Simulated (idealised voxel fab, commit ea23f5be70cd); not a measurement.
Name of the process module below: voxel double patterning
Displayed cross-section: cut, width of 240 nm, square cells sized 5 nm.
The cross-sections in this document take the form of a grid made of square cells. They are written out as bands, in order from top to bottom. Each band consists of one or more rows of cells. Heads up on the band format: heights come first, top then bottom, in nm. After that it's the materials left to right, each with its width in nm. A single material flagged "edge to edge" fills the whole band edge to edge, and "air" means there's empty space there. Heights from 0 (as-received wafer is one material below). Bottom band endless downward, as "top 0, no bottom". Read "30 to 40" as a graded width: first number on top, second number at the bottom, same change between each pair of neighbouring rows. Reading "everything unchanged" for a step: not a cell of the cross-section changed in it. "Closed cavities" - sealed voids, min. 8 cells, no opening to top; format: width x height at distance (distance from left edge; nm throughout). Whatever follows a step's settings on its line is a remark the simulator itself makes about that step. overlay nm: on a step with a mask, how far right of its planned place the mask lay; negative means left.

## Steps in the process plan
1,RECEIVE: material Si
2,CONFORMAL_DEP: material SiO2, thk nm 10
3,DIRECTIONAL_DEP: material W, thk nm 15
4,DIRECTIONAL_DEP: material SiCN, thk nm 5
5,PATTERN: tone open, mask id FIRST, material resist, width nm 15, pitch nm 50, thk nm 15, overlay nm 0
6,DIRECTIONAL_ETCH: etch materials SiCN, depth nm 5
7,STRIP: etch materials resist
8,DIRECTIONAL_DEP: material aC, thk nm 10
9,PATTERN: tone open, mask id SECOND, material resist, width nm 15, thk nm 30, overlay nm 0
10,DIRECTIONAL_ETCH: etch materials aC, depth nm 10
11,STRIP: etch materials resist
12,DIRECTIONAL_ETCH: etch materials SiCN, depth nm 5
13,STRIP: etch materials aC
14,DIRECTIONAL_ETCH: etch materials W, depth nm 15
15,STRIP: etch materials SiCN
What sets these wafers apart? The width nm at step 9. They all start alike, and the plan carries the first wafer's value.

## First of several wafers (as received, post step 1), cross-sectional view
- top 0, no bottom = Si edge to edge
- Closed cavities: none

## Wafer rows, end of module: cells per material gained (+) or lost (-) since receipt; closed voids last
width nm 15; +96 SiO2; +117 W; Closed cavities: none
width nm 20; +96 SiO2; +114 W; Closed cavities: none
width nm 25; +96 SiO2; +111 W; Closed cavities: none
width nm 30; +96 SiO2; +108 W; Closed cavities: none
